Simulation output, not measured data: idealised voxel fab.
A process module follows: voxel lift off.
Square cells of 5 nm make up the cross-section cut, whose width is 165 nm.
In this document a cross-section is written as a grid of square cells. It is given as a series of bands, listed from the top down, and a band is one or more rows of cells. The entry gives the band's vertical extent as a top height and a bottom height in nm, then its horizontal make-up as materials from left to right, each with a width in nm. "air" stands for empty space; a single material marked "full width" fills the band edge to edge. Counting heights begins at 0, where everything beneath is, in the wafer as received, one material. The lowest band has no bottom; it goes on downwards, as "0 nm and below" shows. The notation "30->40" denotes a width that varies across the rows of cells in the band, beginning at the first number in the top row, finishing at the second number in the bottom row, and changing by an identical amount from each row to the next. What does "no modifications" mean for a step? It means no cell of the cross-section changed in that step. The entry "Closed-off voids" lists the empty spaces that cover at least 8 cells and have no open path to the top. Each is written as width x height at distance, where the distance is measured from the left edge and all three values are in nm. after a step's settings: what the simulator itself notes on the step. overlay nm: right-of-plan distance of the mask on a masked step; negative values mean left-of-plan.

### The planned process steps are enumerated hereunder
1,RECEIVE with material Si
2,CONFORMAL_DEP with material SiO2, thk nm 10
3,PATTERN with tone open, mask id LINES, material resist, width nm 15, pitch nm 30, thk nm 25, overlay nm 0
4,DIRECTIONAL_DEP with material Ru, thk nm 5
5,STRIP with etch materials resist
6,CONFORMAL_DEP with material SiO2, thk nm 5
The wafers in this document start out alike and differ in the thk nm applied at step 4; the plan shows the value used for the first wafer.

### Incoming state of the first of several wafers in cross-section: after step 1
* 0 nm and below | Si full width
* Closed-off voids: none

### Below: a row per wafer. Contents at end of module: for every material, cells gained since receipt (+) or lost since receipt (-); then closed voids
thk nm 5, +12 Ru, +107 SiO2, Closed-off voids: none
thk nm 10, +24 Ru, +115 SiO2, Closed-off voids: none
thk nm 15, +36 Ru, +123 SiO2, Closed-off voids: none
thk nm 20, +48 Ru, +131 SiO2, Closed-off voids: none
